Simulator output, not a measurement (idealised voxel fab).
Title: Process Module voxel wiring stack
cross-section cut | 240 nm wide | cells 5 nm
Cross-section = grid of square cells, listed top down in bands; band = one or more rows.
Top height, bottom height, nm. Materials left to right, width each, nm. Single material + "throughout" = fills band edge to edge. "air" = empty.
Convention: height 0 is the level below which the wafer, as received, is all one material. The lowest band does not terminate at the bottom but continues downward, represented as "top 0, no bottom".
Graded width ("30..40"): value in top row of band = first number; value in bottom row = second number; row-to-row change constant.
Basically "changes: none" means that step didn't change any cell in the cross-section.
In the "Closed empty spaces" entry, you get each enclosed empty space of 8 cells or more, one with no open way to the top, written width x height at distance, distance from the left edge, in nm.
The remark found on a step's line after its settings is issued by the simulator itself and pertains to that step.
A step line may carry the setting "overlay nm", which, for steps involving a mask, states the distance by which the mask lay to the right of its intended position; negative values denote displacement to the left.
From here on the document is pairs. In a pair, the cross-section before one process step comes with the cross-section after it, and the latter goes no deeper than the lowest band that changed. What lies in between, the step and its settings, is written under the pair. A pair may be from a different run of this module on the same starting wafer than the pair above it, so it continues from that pair only where its entry headed "Before step" says so.
BEFORE STEP
- top 85, bottom 70 = resist: 80, air: 15, resist: 145
- top 70, bottom 55 = lowk: 80, air: 15, resist: 15, lowk: 20, resist: 30, lowk: 80
- top 55, bottom 45 = lowk: 80, air: 15, lowk: 145
- top 45, bottom 40 = SiCN throughout
- top 40, bottom 35 = Ru throughout
- top 35, bottom 30 = Cu throughout
- top 30, bottom 25 = TiN: 85, Cu: 20, TiN: 30, Cu: 20, TiN: 85
- top 25, bottom 20 = SiO2: 80, TiN: 5, Cu: 20, TiN: 5, SiO2: 20, TiN: 5, Cu: 20, TiN: 5, SiO2: 80
- top 20, bottom 15 = SiN: 80, TiN: 30, SiN: 20, TiN: 30, SiN: 80
- top 15, bottom 0 = SiO2 throughout
- top 0, no bottom = Si throughout
- Closed empty spaces: none
RESULT OF STEP
- top 85, bottom 70 = resist: 80, air: 15, resist: 145
- top 70, bottom 55 = lowk: 80, air: 15, resist: 15, lowk: 20, resist: 30, lowk: 80
- top 55, bottom 45 = lowk: 80, air: 15, lowk: 145
- top 45, bottom 40 = SiCN: 80, air: 15, SiCN: 145
- Below 40, the layers are the same as they were.
- Closed empty spaces: none
Link between the two cross-sections above: DIRECTIONAL_ETCH [etch materials SiCN] [depth nm 5]
Before step: it's just the after picture from the pair right above this one.
RESULT OF STEP
- top 70, bottom 55 = lowk: 80, air: 30, lowk: 20, air: 30, lowk: 80
- Below 55, the layers are the same as they were.
- Closed empty spaces: none
Link between the two cross-sections above: STRIP [etch materials resist]
Before step: it's just the after picture from the pair right above this one.
RESULT OF STEP
- top 75, bottom 70 = TiN: 85, air: 20, TiN: 30, air: 20, TiN: 85
- top 70, bottom 60 = lowk: 80, TiN: 5, air: 20, TiN: 5, lowk: 20, TiN: 5, air: 20, TiN: 5, lowk: 80
- top 60, bottom 55 = lowk: 80, TiN: 5, air: 5, TiN: 20, lowk: 20, TiN: 30, lowk: 80
- top 55, bottom 45 = lowk: 80, TiN: 5, air: 5, TiN: 5, lowk: 145
- top 45, bottom 40 = SiCN: 80, TiN: 15, SiCN: 145
- Below 40, the layers are the same as they were.
- Closed empty spaces: none
Link between the two cross-sections above: CONFORMAL_DEP [material TiN] [thk nm 5]
Before step: it's just the after picture from the pair right above this one.
RESULT OF STEP
- top 85, bottom 75 = Ru throughout
- top 75, bottom 70 = TiN: 85, Ru: 20, TiN: 30, Ru: 20, TiN: 85
- top 70, bottom 60 = lowk: 80, TiN: 5, Ru: 20, TiN: 5, lowk: 20, TiN: 5, Ru: 20, TiN: 5, lowk: 80
- top 60, bottom 55 = lowk: 80, TiN: 5, Ru: 5, TiN: 20, lowk: 20, TiN: 30, lowk: 80
- top 55, bottom 45 = lowk: 80, TiN: 5, Ru: 5, TiN: 5, lowk: 145
- Below 45, the layers are the same as they were.
- Closed empty spaces: none
Link between the two cross-sections above: FILL_DEP [material Ru] [thk nm 10]
Before step: it's just the after picture from the pair right above this one.
RESULT OF STEP
- top 70, bottom 60 = lowk: 80, TiN: 5, Ru: 20, TiN: 5, lowk: 20, TiN: 5, Ru: 20, TiN: 5, lowk: 80
- Below 60, the layers are the same as they were.
- Closed empty spaces: none
Link between the two cross-sections above: CMP [height nm 70]
Before step: it's just the after picture from the pair right above this one.
RESULT OF STEP
- top 75, bottom 70 = SiN throughout
- Below 70, the layers are the same as they were.
- Closed empty spaces: none
Link between the two cross-sections above: CONFORMAL_DEP [material SiN] [thk nm 5]
BEFORE STEP
- top 35, bottom 20 = SiO2 throughout
- top 20, bottom 15 = SiN throughout
- top 15, bottom 0 = SiO2 throughout
- top 0, no bottom = Si throughout
- Closed empty spaces: none
RESULT OF STEP
- top 55, bottom 35 = resist: 85, air: 25, resist: 25, air: 25, resist: 80
- Below 35, the layers are the same as they were.
- Closed empty spaces: none
Link between the two cross-sections above: PATTERN [tone open] [mask id METAL_1] [material resist] [width nm 25] [pitch nm 50] [thk nm 20] [overlay nm 0]
Before step: it's just the after picture from the pair right above this one.
RESULT OF STEP
- top 55, bottom 35 = resist: 85, air: 25, resist: 25, air: 25, resist: 80
- top 35, bottom 20 = SiO2: 85, air: 25, SiO2: 25, air: 25, SiO2: 80
- Below 20, the layers are the same as they were.
- Closed empty spaces: none
Link between the two cross-sections above: DIRECTIONAL_ETCH [etch materials SiO2] [depth nm 15]
Before step: it's just the after picture from the pair right above this one.
RESULT OF STEP
- top 55, bottom 35 = resist: 85, air: 25, resist: 25, air: 25, resist: 80
- top 35, bottom 20 = SiO2: 85, air: 25, SiO2: 25, air: 25, SiO2: 80
- top 20, bottom 15 = SiN: 85, air: 25, SiN: 25, air: 25, SiN: 80
- Below 15, the layers are the same as they were.
- Closed empty spaces: none
Link between the two cross-sections above: DIRECTIONAL_ETCH [etch materials SiN] [depth nm 5]
Before step: it's just the after picture from the pair right above this one.
RESULT OF STEP
- top 35, bottom 20 = SiO2: 85, air: 25, SiO2: 25, air: 25, SiO2: 80
- Below 20, the layers are the same as they were.
- Closed empty spaces: none
Link between the two cross-sections above: STRIP [etch materials resist]
Before step: it's just the after picture from the pair right above this one.
RESULT OF STEP
- top 40, bottom 35 = TiN: 90, air: 15, TiN: 35, air: 15, TiN: 85
- top 35, bottom 20 = SiO2: 85, TiN: 5, air: 15, TiN: 5, SiO2: 25, TiN: 5, air: 15, TiN: 5, SiO2: 80
- top 20, bottom 15 = SiN: 85, TiN: 25, SiN: 25, TiN: 25, SiN: 80
- Below 15, the layers are the same as they were.
- Closed empty spaces: none
Link between the two cross-sections above: CONFORMAL_DEP [material TiN] [thk nm 5]
Before step: it's just the after picture from the pair right above this one.
RESULT OF STEP
- top 50, bottom 40 = Cu throughout
- top 40, bottom 35 = TiN: 90, Cu: 15, TiN: 35, Cu: 15, TiN: 85
- top 35, bottom 20 = SiO2: 85, TiN: 5, Cu: 15, TiN: 5, SiO2: 25, TiN: 5, Cu: 15, TiN: 5, SiO2: 80
- Below 20, the layers are the same as they were.
- Closed empty spaces: none
Link between the two cross-sections above: FILL_DEP [material Cu] [thk nm 10]
Before step: it's just the after picture from the pair right above this one.
RESULT OF STEP
- top 35, bottom 20 = SiO2: 85, TiN: 5, Cu: 15, TiN: 5, SiO2: 25, TiN: 5, Cu: 15, TiN: 5, SiO2: 80
- Below 20, the layers are the same as they were.
- Closed empty spaces: none
Link between the two cross-sections above: CMP [height nm 35]
Before step: it's just the after picture from the pair right above this one.
RESULT OF STEP
- top 40, bottom 35 = air: 80, Ru: 35, air: 15, Ru: 35, air: 75
- Below 35, the layers are the same as they were.
- Closed empty spaces: none
Link between the two cross-sections above: EPI [material Ru] [thk nm 5]
Before step: it's just the after picture from the pair right above this one.
RESULT OF STEP
- top 45, bottom 40 = SiCN throughout
- top 40, bottom 35 = SiCN: 80, Ru: 35, SiCN: 15, Ru: 35, SiCN: 75
- Below 35, the layers are the same as they were.
- Closed empty spaces: none
Link between the two cross-sections above: FILL_DEP [material SiCN] [thk nm 5]
Before step: it's just the after picture from the pair right above this one.
RESULT OF STEP
- top 70, bottom 45 = lowk throughout
- Below 45, the layers are the same as they were.
- Closed empty spaces: none
Link between the two cross-sections above: DIRECTIONAL_DEP [material lowk] [thk nm 25]
Before step: it's just the after picture from the pair right above this one.
RESULT OF STEP
- top 85, bottom 70 = aC throughout
- Below 70, the layers are the same as they were.
- Closed empty spaces: none
Link between the two cross-sections above: DIRECTIONAL_DEP [material aC] [thk nm 15]
Before step: it's just the after picture from the pair right above this one.
RESULT OF STEP
- top 120, bottom 85 = resist: 80, air: 30, resist: 20, air: 30, resist: 80
- Below 85, the layers are the same as they were.
- Closed empty spaces: none
Link between the two cross-sections above: PATTERN [tone open] [mask id METAL_2] [material resist] [width nm 30] [pitch nm 50] [thk nm 35] [overlay nm 0]
Before step: it's just the after picture from the pair right above this one.
RESULT OF STEP
- top 105, bottom 85 = resist: 80, air: 30, resist: 20, air: 30, resist: 80
- top 85, bottom 70 = aC: 80, air: 30, aC: 20, air: 30, aC: 80
- Below 70, the layers are the same as they were.
- Closed empty spaces: none
Link between the two cross-sections above: DIRECTIONAL_ETCH [etch materials aC] [depth nm 15]
Before step: it's just the after picture from the pair right above this one.
RESULT OF STEP
- top 85, bottom 70 = aC: 80, air: 30, aC: 20, air: 30, aC: 80
- Below 70, the layers are the same as they were.
- Closed empty spaces: none
Link between the two cross-sections above: STRIP [etch materials resist]
Before step: it's just the after picture from the pair right above this one.
RESULT OF STEP
- top 85, bottom 70 = aC: 80, air: 30, aC: 20, air: 30, aC: 80
- top 70, bottom 55 = lowk: 80, air: 30, lowk: 20, air: 30, lowk: 80
- Below 55, the layers are the same as they were.
- Closed empty spaces: none
Link between the two cross-sections above: DIRECTIONAL_ETCH [etch materials lowk] [depth nm 15]
Before step: it's just the after picture from the pair right above this one.
RESULT OF STEP
- top 70, bottom 55 = lowk: 80, air: 30, lowk: 20, air: 30, lowk: 80
- Below 55, the layers are the same as they were.
- Closed empty spaces: none
Link between the two cross-sections above: STRIP [etch materials aC]
Before step: it's just the after picture from the pair right above this one.
RESULT OF STEP
- top 85, bottom 70 = resist: 80, air: 15, resist: 145
- top 70, bottom 55 = lowk: 80, air: 15, resist: 15, lowk: 20, resist: 30, lowk: 80
- Below 55, the layers are the same as they were.
- Closed empty spaces: none
Link between the two cross-sections above: PATTERN [tone open] [mask id METAL_2_HOLES] [material resist] [width nm 15] [thk nm 15] [overlay nm 0]
Before step: it's just the after picture from the pair right above this one.
RESULT OF STEP
- top 85, bottom 70 = resist: 80, air: 15, resist: 145
- top 70, bottom 55 = lowk: 80, air: 15, resist: 15, lowk: 20, resist: 30, lowk: 80
- top 55, bottom 45 = lowk: 80, air: 15, lowk: 145
- Below 45, the layers are the same as they were.
- Closed empty spaces: none
Link between the two cross-sections above: DIRECTIONAL_ETCH [etch materials lowk] [depth nm 10]
Before step: it's just the after picture from the pair right above this one.
RESULT OF STEP
- top 85, bottom 70 = resist: 80, air: 15, resist: 145
- top 70, bottom 55 = lowk: 80, air: 15, resist: 15, lowk: 20, resist: 30, lowk: 80
- top 55, bottom 45 = lowk: 80, air: 15, lowk: 145
- top 45, bottom 40 = SiCN: 80, air: 15, SiCN: 145
- Below 40, the layers are the same as they were.
- Closed empty spaces: none
Link between the two cross-sections above: DIRECTIONAL_ETCH [etch materials SiCN] [depth nm 5]
Before step: it's just the after picture from the pair right above this one.
RESULT OF STEP
- top 70, bottom 55 = lowk: 80, air: 30, lowk: 20, air: 30, lowk: 80
- Below 55, the layers are the same as they were.
- Closed empty spaces: none
Link between the two cross-sections above: STRIP [etch materials resist]
Before step: it's just the after picture from the pair right above this one.
RESULT OF STEP
- top 75, bottom 70 = TiN: 85, air: 20, TiN: 30, air: 20, TiN: 85
- top 70, bottom 60 = lowk: 80, TiN: 5, air: 20, TiN: 5, lowk: 20, TiN: 5, air: 20, TiN: 5, lowk: 80
- top 60, bottom 55 = lowk: 80, TiN: 5, air: 5, TiN: 20, lowk: 20, TiN: 30, lowk: 80
- top 55, bottom 45 = lowk: 80, TiN: 5, air: 5, TiN: 5, lowk: 145
- top 45, bottom 40 = SiCN: 80, TiN: 15, SiCN: 145
- Below 40, the layers are the same as they were.
- Closed empty spaces: none
Link between the two cross-sections above: CONFORMAL_DEP [material TiN] [thk nm 5]
Before step: it's just the after picture from the pair right above this one.
RESULT OF STEP
- top 85, bottom 75 = Ru throughout
- top 75, bottom 70 = TiN: 85, Ru: 20, TiN: 30, Ru: 20, TiN: 85
- top 70, bottom 60 = lowk: 80, TiN: 5, Ru: 20, TiN: 5, lowk: 20, TiN: 5, Ru: 20, TiN: 5, lowk: 80
- top 60, bottom 55 = lowk: 80, TiN: 5, Ru: 5, TiN: 20, lowk: 20, TiN: 30, lowk: 80
- top 55, bottom 45 = lowk: 80, TiN: 5, Ru: 5, TiN: 5, lowk: 145
- Below 45, the layers are the same as they were.
- Closed empty spaces: none
Link between the two cross-sections above: FILL_DEP [material Ru] [thk nm 10]
Before step: it's just the after picture from the pair right above this one.
RESULT OF STEP
- top 70, bottom 60 = lowk: 80, TiN: 5, Ru: 20, TiN: 5, lowk: 20, TiN: 5, Ru: 20, TiN: 5, lowk: 80
- Below 60, the layers are the same as they were.
- Closed empty spaces: none
Link between the two cross-sections above: CMP [height nm 70]
Before step: it's just the after picture from the pair right above this one.
RESULT OF STEP
- top 75, bottom 70 = SiN throughout
- Below 70, the layers are the same as they were.
- Closed empty spaces: none
Link between the two cross-sections above: CONFORMAL_DEP [material SiN] [thk nm 5]
BEFORE STEP
- top 85, bottom 70 = aC throughout
- top 70, bottom 45 = lowk throughout
- top 45, bottom 40 = SiCN throughout
- top 40, bottom 35 = SiCN: 75, Ru: 40, SiCN: 10, Ru: 40, SiCN: 75
- top 35, bottom 20 = SiO2: 80, TiN: 5, Cu: 20, TiN: 5, SiO2: 20, TiN: 5, Cu: 20, TiN: 5, SiO2: 80
- top 20, bottom 15 = SiN: 80, TiN: 30, SiN: 20, TiN: 30, SiN: 80
- top 15, bottom 0 = SiO2 throughout
- top 0, no bottom = Si throughout
- Closed empty spaces: none
RESULT OF STEP
- top 120, bottom 85 = resist: 70, air: 30, resist: 20, air: 30, resist: 90
- Below 85, the layers are the same as they were.
- Closed empty spaces: none
Link between the two cross-sections above: PATTERN [tone open] [mask id METAL_2] [material resist] [width nm 30] [pitch nm 50] [thk nm 35] [overlay nm -10]
Before step: it's just the after picture from the pair right above this one.
RESULT OF STEP
- top 105, bottom 85 = resist: 70, air: 30, resist: 20, air: 30, resist: 90
- top 85, bottom 70 = aC: 70, air: 30, aC: 20, air: 30, aC: 90
- Below 70, the layers are the same as they were.
- Closed empty spaces: none
Link between the two cross-sections above: DIRECTIONAL_ETCH [etch materials aC] [depth nm 15]
Before step: it's just the after picture from the pair right above this one.
RESULT OF STEP
- top 85, bottom 70 = aC: 70, air: 30, aC: 20, air: 30, aC: 90
- Below 70, the layers are the same as they were.
- Closed empty spaces: none
Link between the two cross-sections above: STRIP [etch materials resist]
Before step: it's just the after picture from the pair right above this one.
RESULT OF STEP
- top 85, bottom 70 = aC: 70, air: 30, aC: 20, air: 30, aC: 90
- top 70, bottom 55 = lowk: 70, air: 30, lowk: 20, air: 30, lowk: 90
- Below 55, the layers are the same as they were.
- Closed empty spaces: none
Link between the two cross-sections above: DIRECTIONAL_ETCH [etch materials lowk] [depth nm 15]
Before step: it's just the after picture from the pair right above this one.
RESULT OF STEP
- top 70, bottom 55 = lowk: 70, air: 30, lowk: 20, air: 30, lowk: 90
- Below 55, the layers are the same as they were.
- Closed empty spaces: none
Link between the two cross-sections above: STRIP [etch materials aC]
Before step: it's just the after picture from the pair right above this one.
RESULT OF STEP
- top 85, bottom 70 = resist: 80, air: 15, resist: 145
- top 70, bottom 55 = lowk: 70, resist: 10, air: 15, resist: 5, lowk: 20, resist: 30, lowk: 90
- Below 55, the layers are the same as they were.
- Closed empty spaces: none
Link between the two cross-sections above: PATTERN [tone open] [mask id METAL_2_HOLES] [material resist] [width nm 15] [thk nm 15] [overlay nm 0]
Before step: it's just the after picture from the pair right above this one.
RESULT OF STEP
- top 85, bottom 70 = resist: 80, air: 15, resist: 145
- top 70, bottom 55 = lowk: 70, resist: 10, air: 15, resist: 5, lowk: 20, resist: 30, lowk: 90
- top 55, bottom 45 = lowk: 80, air: 15, lowk: 145
- Below 45, the layers are the same as they were.
- Closed empty spaces: none
Link between the two cross-sections above: DIRECTIONAL_ETCH [etch materials lowk] [depth nm 10]
Before step: it's just the after picture from the pair right above this one.
RESULT OF STEP
- top 85, bottom 70 = resist: 80, air: 15, resist: 145
- top 70, bottom 55 = lowk: 70, resist: 10, air: 15, resist: 5, lowk: 20, resist: 30, lowk: 90
- top 55, bottom 45 = lowk: 80, air: 15, lowk: 145
- top 45, bottom 40 = SiCN: 80, air: 15, SiCN: 145
- Below 40, the layers are the same as they were.
- Closed empty spaces: none
Link between the two cross-sections above: DIRECTIONAL_ETCH [etch materials SiCN] [depth nm 5]
Before step: it's just the after picture from the pair right above this one.
RESULT OF STEP
- top 70, bottom 55 = lowk: 70, air: 30, lowk: 20, air: 30, lowk: 90
- Below 55, the layers are the same as they were.
- Closed empty spaces: none
Link between the two cross-sections above: STRIP [etch materials resist]
Before step: it's just the after picture from the pair right above this one.
RESULT OF STEP
- top 75, bottom 70 = TiN: 75, air: 20, TiN: 30, air: 20, TiN: 95
- top 70, bottom 60 = lowk: 70, TiN: 5, air: 20, TiN: 5, lowk: 20, TiN: 5, air: 20, TiN: 5, lowk: 90
- top 60, bottom 55 = lowk: 70, TiN: 15, air: 5, TiN: 10, lowk: 20, TiN: 30, lowk: 90
- top 55, bottom 45 = lowk: 80, TiN: 5, air: 5, TiN: 5, lowk: 145
- top 45, bottom 40 = SiCN: 80, TiN: 15, SiCN: 145
- Below 40, the layers are the same as they were.
- Closed empty spaces: none
Link between the two cross-sections above: CONFORMAL_DEP [material TiN] [thk nm 5]
Before step: it's just the after picture from the pair right above this one.
RESULT OF STEP
- top 85, bottom 75 = Ru throughout
- top 75, bottom 70 = TiN: 75, Ru: 20, TiN: 30, Ru: 20, TiN: 95
- top 70, bottom 60 = lowk: 70, TiN: 5, Ru: 20, TiN: 5, lowk: 20, TiN: 5, Ru: 20, TiN: 5, lowk: 90
- top 60, bottom 55 = lowk: 70, TiN: 15, Ru: 5, TiN: 10, lowk: 20, TiN: 30, lowk: 90
- top 55, bottom 45 = lowk: 80, TiN: 5, Ru: 5, TiN: 5, lowk: 145
- Below 45, the layers are the same as they were.
- Closed empty spaces: none
Link between the two cross-sections above: FILL_DEP [material Ru] [thk nm 10]
Before step: it's just the after picture from the pair right above this one.
RESULT OF STEP
- top 70, bottom 60 = lowk: 70, TiN: 5, Ru: 20, TiN: 5, lowk: 20, TiN: 5, Ru: 20, TiN: 5, lowk: 90
- Below 60, the layers are the same as they were.
- Closed empty spaces: none
Link between the two cross-sections above: CMP [height nm 70]
Before step: it's just the after picture from the pair right above this one.
RESULT OF STEP
- top 75, bottom 70 = SiN throughout
- Below 70, the layers are the same as they were.
- Closed empty spaces: none
Link between the two cross-sections above: CONFORMAL_DEP [material SiN] [thk nm 5]
BEFORE STEP
- top 70, bottom 55 = lowk: 80, air: 30, lowk: 20, air: 30, lowk: 80
- top 55, bottom 45 = lowk: 80, air: 15, lowk: 145
- top 45, bottom 40 = SiCN: 80, air: 15, SiCN: 145
- top 40, bottom 35 = SiCN: 75, Ru: 40, SiCN: 10, Ru: 40, SiCN: 75
- top 35, bottom 20 = SiO2: 80, TiN: 5, Cu: 20, TiN: 5, SiO2: 20, TiN: 5, Cu: 20, TiN: 5, SiO2: 80
- top 20, bottom 15 = SiN: 80, TiN: 30, SiN: 20, TiN: 30, SiN: 80
- top 15, bottom 0 = SiO2 throughout
- top 0, no bottom = Si throughout
- Closed empty spaces: none
RESULT OF STEP
- top 75, bottom 70 = SiO2: 85, air: 20, SiO2: 30, air: 20, SiO2: 85
- top 70, bottom 60 = lowk: 80, SiO2: 5, air: 20, SiO2: 5, lowk: 20, SiO2: 5, air: 20, SiO2: 5, lowk: 80
- top 60, bottom 55 = lowk: 80, SiO2: 5, air: 5, SiO2: 20, lowk: 20, SiO2: 30, lowk: 80
- top 55, bottom 45 = lowk: 80, SiO2: 5, air: 5, SiO2: 5, lowk: 145
- top 45, bottom 40 = SiCN: 80, SiO2: 15, SiCN: 145
- Below 40, the layers are the same as they were.
- Closed empty spaces: none
Link between the two cross-sections above: CONFORMAL_DEP [material SiO2] [thk nm 5]
Before step: it's just the after picture from the pair right above this one.
RESULT OF STEP
- top 85, bottom 75 = Ru throughout
- top 75, bottom 70 = SiO2: 85, Ru: 20, SiO2: 30, Ru: 20, SiO2: 85
- top 70, bottom 60 = lowk: 80, SiO2: 5, Ru: 20, SiO2: 5, lowk: 20, SiO2: 5, Ru: 20, SiO2: 5, lowk: 80
- top 60, bottom 55 = lowk: 80, SiO2: 5, Ru: 5, SiO2: 20, lowk: 20, SiO2: 30, lowk: 80
- top 55, bottom 45 = lowk: 80, SiO2: 5, Ru: 5, SiO2: 5, lowk: 145
- Below 45, the layers are the same as they were.
- Closed empty spaces: none
Link between the two cross-sections above: FILL_DEP [material Ru] [thk nm 10]
Before step: it's just the after picture from the pair right above this one.
RESULT OF STEP
- top 70, bottom 60 = lowk: 80, SiO2: 5, Ru: 20, SiO2: 5, lowk: 20, SiO2: 5, Ru: 20, SiO2: 5, lowk: 80
- Below 60, the layers are the same as they were.
- Closed empty spaces: none
Link between the two cross-sections above: CMP [height nm 70]
Before step: it's just the after picture from the pair right above this one.
RESULT OF STEP
- top 75, bottom 70 = SiN throughout
- Below 70, the layers are the same as they were.
- Closed empty spaces: none
Link between the two cross-sections above: CONFORMAL_DEP [material SiN] [thk nm 5]
BEFORE STEP
- top 35, bottom 20 = SiO2 throughout
- top 20, bottom 15 = SiN throughout
- top 15, bottom 0 = SiO2 throughout
- top 0, no bottom = Si throughout
- Closed empty spaces: none
RESULT OF STEP
- top 55, bottom 35 = air: 80, resist: 30, air: 20, resist: 30, air: 80
- Below 35, the layers are the same as they were.
- Closed empty spaces: none
Link between the two cross-sections above: PATTERN [tone cover] [mask id METAL_1] [material resist] [width nm 30] [pitch nm 50] [thk nm 20] [overlay nm 0]
Before step: it's just the after picture from the pair right above this one.
RESULT OF STEP
- top 55, bottom 35 = air: 80, resist: 30, air: 20, resist: 30, air: 80
- top 35, bottom 20 = air: 80, SiO2: 30, air: 20, SiO2: 30, air: 80
- Below 20, the layers are the same as they were.
- Closed empty spaces: none
Link between the two cross-sections above: DIRECTIONAL_ETCH [etch materials SiO2] [depth nm 15]
Before step: it's just the after picture from the pair right above this one.
RESULT OF STEP
- top 55, bottom 35 = air: 80, resist: 30, air: 20, resist: 30, air: 80
- top 35, bottom 20 = air: 80, SiO2: 30, air: 20, SiO2: 30, air: 80
- top 20, bottom 15 = air: 80, SiN: 30, air: 20, SiN: 30, air: 80
- Below 15, the layers are the same as they were.
- Closed empty spaces: none
Link between the two cross-sections above: DIRECTIONAL_ETCH [etch materials SiN] [depth nm 5]
Before step: it's just the after picture from the pair right above this one.
RESULT OF STEP
- top 35, bottom 20 = air: 80, SiO2: 30, air: 20, SiO2: 30, air: 80
- Below 20, the layers are the same as they were.
- Closed empty spaces: none
Link between the two cross-sections above: STRIP [etch materials resist]
Before step: it's just the after picture from the pair right above this one.
RESULT OF STEP
- top 40, bottom 35 = air: 75, TiN: 40, air: 10, TiN: 40, air: 75
- top 35, bottom 20 = air: 75, TiN: 5, SiO2: 30, TiN: 5, air: 10, TiN: 5, SiO2: 30, TiN: 5, air: 75
- top 20, bottom 15 = TiN: 80, SiN: 30, TiN: 20, SiN: 30, TiN: 80
- Below 15, the layers are the same as they were.
- Closed empty spaces: none
Link between the two cross-sections above: CONFORMAL_DEP [material TiN] [thk nm 5]
Before step: it's just the after picture from the pair right above this one.
RESULT OF STEP
- top 50, bottom 40 = Cu throughout
- top 40, bottom 35 = Cu: 75, TiN: 40, Cu: 10, TiN: 40, Cu: 75
- top 35, bottom 20 = Cu: 75, TiN: 5, SiO2: 30, TiN: 5, Cu: 10, TiN: 5, SiO2: 30, TiN: 5, Cu: 75
- Below 20, the layers are the same as they were.
- Closed empty spaces: none
Link between the two cross-sections above: FILL_DEP [material Cu] [thk nm 10]
Before step: it's just the after picture from the pair right above this one.
RESULT OF STEP
- top 35, bottom 20 = Cu: 75, TiN: 5, SiO2: 30, TiN: 5, Cu: 10, TiN: 5, SiO2: 30, TiN: 5, Cu: 75
- Below 20, the layers are the same as they were.
- Closed empty spaces: none
Link between the two cross-sections above: CMP [height nm 35]
Before step: it's just the after picture from the pair right above this one.
RESULT OF STEP
- top 40, bottom 35 = Ru: 85, air: 20, Ru: 30, air: 20, Ru: 85
- Below 35, the layers are the same as they were.
- Closed empty spaces: none
Link between the two cross-sections above: EPI [material Ru] [thk nm 5]
Before step: it's just the after picture from the pair right above this one.
RESULT OF STEP
- top 45, bottom 40 = SiCN throughout
- top 40, bottom 35 = Ru: 85, SiCN: 20, Ru: 30, SiCN: 20, Ru: 85
- Below 35, the layers are the same as they were.
- Closed empty spaces: none
Link between the two cross-sections above: FILL_DEP [material SiCN] [thk nm 5]
Before step: it's just the after picture from the pair right above this one.
RESULT OF STEP
- top 70, bottom 45 = lowk throughout
- Below 45, the layers are the same as they were.
- Closed empty spaces: none
Link between the two cross-sections above: DIRECTIONAL_DEP [material lowk] [thk nm 25]
Before step: it's just the after picture from the pair right above this one.
RESULT OF STEP
- top 85, bottom 70 = aC throughout
- Below 70, the layers are the same as they were.
- Closed empty spaces: none
Link between the two cross-sections above: DIRECTIONAL_DEP [material aC] [thk nm 15]
Before step: it's just the after picture from the pair right above this one.
RESULT OF STEP
- top 120, bottom 85 = resist: 80, air: 30, resist: 20, air: 30, resist: 80
- Below 85, the layers are the same as they were.
- Closed empty spaces: none
Link between the two cross-sections above: PATTERN [tone open] [mask id METAL_2] [material resist] [width nm 30] [pitch nm 50] [thk nm 35] [overlay nm 0]
Before step: it's just the after picture from the pair right above this one.
RESULT OF STEP
- top 105, bottom 85 = resist: 80, air: 30, resist: 20, air: 30, resist: 80
- top 85, bottom 70 = aC: 80, air: 30, aC: 20, air: 30, aC: 80
- Below 70, the layers are the same as they were.
- Closed empty spaces: none
Link between the two cross-sections above: DIRECTIONAL_ETCH [etch materials aC] [depth nm 15]
Before step: it's just the after picture from the pair right above this one.
RESULT OF STEP
- top 85, bottom 70 = aC: 80, air: 30, aC: 20, air: 30, aC: 80
- Below 70, the layers are the same as they were.
- Closed empty spaces: none
Link between the two cross-sections above: STRIP [etch materials resist]
Before step: it's just the after picture from the pair right above this one.
RESULT OF STEP
- top 85, bottom 70 = aC: 80, air: 30, aC: 20, air: 30, aC: 80
- top 70, bottom 55 = lowk: 80, air: 30, lowk: 20, air: 30, lowk: 80
- Below 55, the layers are the same as they were.
- Closed empty spaces: none
Link between the two cross-sections above: DIRECTIONAL_ETCH [etch materials lowk] [depth nm 15]
Before step: it's just the after picture from the pair right above this one.
RESULT OF STEP
- top 70, bottom 55 = lowk: 80, air: 30, lowk: 20, air: 30, lowk: 80
- Below 55, the layers are the same as they were.
- Closed empty spaces: none
Link between the two cross-sections above: STRIP [etch materials aC]
Before step: it's just the after picture from the pair right above this one.
RESULT OF STEP
- top 85, bottom 70 = resist: 80, air: 15, resist: 145
- top 70, bottom 55 = lowk: 80, air: 15, resist: 15, lowk: 20, resist: 30, lowk: 80
- Below 55, the layers are the same as they were.
- Closed empty spaces: none
Link between the two cross-sections above: PATTERN [tone open] [mask id METAL_2_HOLES] [material resist] [width nm 15] [thk nm 15] [overlay nm 0]
Before step: it's just the after picture from the pair right above this one.
RESULT OF STEP
- top 85, bottom 70 = resist: 80, air: 15, resist: 145
- top 70, bottom 55 = lowk: 80, air: 15, resist: 15, lowk: 20, resist: 30, lowk: 80
- top 55, bottom 45 = lowk: 80, air: 15, lowk: 145
- Below 45, the layers are the same as they were.
- Closed empty spaces: none
Link between the two cross-sections above: DIRECTIONAL_ETCH [etch materials lowk] [depth nm 10]
Before step: it's just the after picture from the pair right above this one.
RESULT OF STEP
- top 85, bottom 70 = resist: 80, air: 15, resist: 145
- top 70, bottom 55 = lowk: 80, air: 15, resist: 15, lowk: 20, resist: 30, lowk: 80
- top 55, bottom 45 = lowk: 80, air: 15, lowk: 145
- top 45, bottom 40 = SiCN: 80, air: 15, SiCN: 145
- Below 40, the layers are the same as they were.
- Closed empty spaces: none
Link between the two cross-sections above: DIRECTIONAL_ETCH [etch materials SiCN] [depth nm 5]
Before step: it's just the after picture from the pair right above this one.
RESULT OF STEP
- top 70, bottom 55 = lowk: 80, air: 30, lowk: 20, air: 30, lowk: 80
- Below 55, the layers are the same as they were.
- Closed empty spaces: none
Link between the two cross-sections above: STRIP [etch materials resist]
Before step: it's just the after picture from the pair right above this one.
RESULT OF STEP
- top 75, bottom 70 = TiN: 85, air: 20, TiN: 30, air: 20, TiN: 85
- top 70, bottom 60 = lowk: 80, TiN: 5, air: 20, TiN: 5, lowk: 20, TiN: 5, air: 20, TiN: 5, lowk: 80
- top 60, bottom 55 = lowk: 80, TiN: 5, air: 5, TiN: 20, lowk: 20, TiN: 30, lowk: 80
- top 55, bottom 45 = lowk: 80, TiN: 5, air: 5, TiN: 5, lowk: 145
- top 45, bottom 40 = SiCN: 80, TiN: 15, SiCN: 145
- Below 40, the layers are the same as they were.
- Closed empty spaces: none
Link between the two cross-sections above: CONFORMAL_DEP [material TiN] [thk nm 5]
Before step: it's just the after picture from the pair right above this one.
RESULT OF STEP
- top 85, bottom 75 = Ru throughout
- top 75, bottom 70 = TiN: 85, Ru: 20, TiN: 30, Ru: 20, TiN: 85
- top 70, bottom 60 = lowk: 80, TiN: 5, Ru: 20, TiN: 5, lowk: 20, TiN: 5, Ru: 20, TiN: 5, lowk: 80
- top 60, bottom 55 = lowk: 80, TiN: 5, Ru: 5, TiN: 20, lowk: 20, TiN: 30, lowk: 80
- top 55, bottom 45 = lowk: 80, TiN: 5, Ru: 5, TiN: 5, lowk: 145
- Below 45, the layers are the same as they were.
- Closed empty spaces: none
Link between the two cross-sections above: FILL_DEP [material Ru] [thk nm 10]
